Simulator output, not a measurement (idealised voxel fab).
Presented below is a process module, voxel ribs on slabs.
In the cross-section labelled cut, the width is 165 nm and each square cell is 5 nm.
Format of a cross-section: grid, square cells. Given as bands. Order: top down. Band: one or more rows of cells.
Band entry format. Leading values: height of top, height of bottom, nm. Remainder: materials in left-to-right order, each with its width in nm. Special words: "throughout" on a single material, which then fills the band edge to edge; "blank", empty space.
We count height from 0. Below that, the starting wafer is all one material. The lowest band never ends at the bottom but goes on down; see "from 0 down" for how that is written.
Note: "30..40" means the width goes from the first number (top row of the band) to the second number (bottom row) in equal steps per row of cells.
"nothing different" means the step left every cell of the cross-section as it was.
Basically, "Closed void catalog" tells you about the enclosed voids: empty spaces with no open way to the top, 8 cells or bigger, each written width x height at distance, where distance is from the left edge, all in nm.
On a step's line, text after the settings is the simulator commenting on that step.
A step's line can hold "overlay nm"; with a mask on that step, the setting says how far right of the planned place the mask lay, while a negative setting says it lay to the left.
Intended process steps
1) RECEIVE,material Si
2) DIRECTIONAL_DEP,material SiO2,thk nm 20
3) DIRECTIONAL_DEP,material SiN,thk nm 20
4) PATTERN,tone cover,mask id RIB,material resist,width nm 30,thk nm 15,overlay nm 0
5) DIRECTIONAL_ETCH,etch materials SiN,depth nm 5
6) STRIP,etch materials resist
7) PATTERN,tone cover,mask id SLAB,material resist,width nm 70,thk nm 20,overlay nm 0
8) DIRECTIONAL_ETCH,etch materials SiN,depth nm 15
9) STRIP,etch materials resist
10) FILL_DEP,material SiO2,thk nm 25
11) CMP,height nm 60
12) DIRECTIONAL_DEP,material W,thk nm 5
13) PATTERN,tone cover,mask id HEATER,material resist,width nm 40,thk nm 15,overlay nm 0
14) DIRECTIONAL_ETCH,etch materials W,depth nm 5
15) STRIP,etch materials resist
16) CONFORMAL_DEP,material SiN,thk nm 5
First of two wafers: run as planned
Wafer at receipt (post step 1), cross-section
    from 0 down = Si throughout
    Closed void catalog: none
Wafer after step 2 (cross-section)
    from 20 to 0 = SiO2 throughout
    Under 0: no change, same as before.
Wafer after step 3 (cross-section)
    from 40 to 20 = SiN throughout
    Under 20: no change, same as before.
Wafer after step 4 (cross-section)
    from 55 to 40 = 65 of blank, 30 of resist, 70 of blank
    Under 40: no change, same as before.
Wafer after step 5 (cross-section)
    from 55 to 40 = 65 of blank, 30 of resist, 70 of blank
    from 40 to 35 = 65 of blank, 30 of SiN, 70 of blank
    Under 35: no change, same as before.
Wafer after step 6 (cross-section)
    from 40 to 35 = 65 of blank, 30 of SiN, 70 of blank
    Under 35: no change, same as before.
Wafer after step 7 (cross-section)
    from 60 to 40 = 45 of blank, 70 of resist, 50 of blank
    from 40 to 35 = 45 of blank, 20 of resist, 30 of SiN, 20 of resist, 50 of blank
    Under 35: no change, same as before.
Wafer after step 8 (cross-section)
    from 60 to 40 = 45 of blank, 70 of resist, 50 of blank
    from 40 to 35 = 45 of blank, 20 of resist, 30 of SiN, 20 of resist, 50 of blank
    from 35 to 20 = 45 of blank, 70 of SiN, 50 of blank
    Under 20: no change, same as before.
Wafer after step 9 (cross-section)
    from 40 to 35 = 65 of blank, 30 of SiN, 70 of blank
    Under 35: no change, same as before.
Wafer after step 10 (cross-section)
    from 65 to 40 = SiO2 throughout
    from 40 to 35 = 65 of SiO2, 30 of SiN, 70 of SiO2
    from 35 to 20 = 45 of SiO2, 70 of SiN, 50 of SiO2
    Under 20: no change, same as before.
Wafer after step 11 (cross-section)
    from 60 to 40 = SiO2 throughout
    Under 40: no change, same as before.
Wafer after step 12 (cross-section)
    from 65 to 60 = W throughout
    Under 60: no change, same as before.
Wafer after step 13 (cross-section)
    from 80 to 65 = 60 of blank, 40 of resist, 65 of blank
    Under 65: no change, same as before.
Wafer after step 14 (cross-section)
    from 80 to 65 = 60 of blank, 40 of resist, 65 of blank
    from 65 to 60 = 60 of blank, 40 of W, 65 of blank
    Under 60: no change, same as before.
Wafer after step 15 (cross-section)
    from 65 to 60 = 60 of blank, 40 of W, 65 of blank
    Under 60: no change, same as before.
Wafer after step 16 (cross-section)
    from 70 to 65 = 55 of blank, 50 of SiN, 60 of blank
    from 65 to 60 = 60 of SiN, 40 of W, 65 of SiN
    Under 60: no change, same as before.
Now the other wafer: same start, same recipe, but we messed up one thing when running it. Up to and including step 12 it's the same as the first one
Second wafer, cross-section, planned end of step 13
    from 80 to 65 = 60 of resist, 40 of blank, 65 of resist
    Under 65: no change, same as before.
Second wafer, cross-section, planned end of step 14
    from 80 to 65 = 60 of resist, 40 of blank, 65 of resist
    from 65 to 60 = 60 of W, 40 of blank, 65 of W
    Under 60: no change, same as before.
Second wafer, cross-section, planned end of step 15
    from 65 to 60 = 60 of W, 40 of blank, 65 of W
    Under 60: no change, same as before.
Second wafer, cross-section, planned end of step 16
    from 70 to 65 = 65 of SiN, 30 of blank, 70 of SiN
    from 65 to 60 = 60 of W, 40 of SiN, 65 of W
    Under 60: no change, same as before.
Here's what went sideways: step 13 deviated from plan and actually ran as PATTERN,tone open,mask id HEATER,material resist,width nm 40,thk nm 15,overlay nm 0
FYI, end of process, the second wafer has more or fewer cells of some materials than the first: W: 17 more
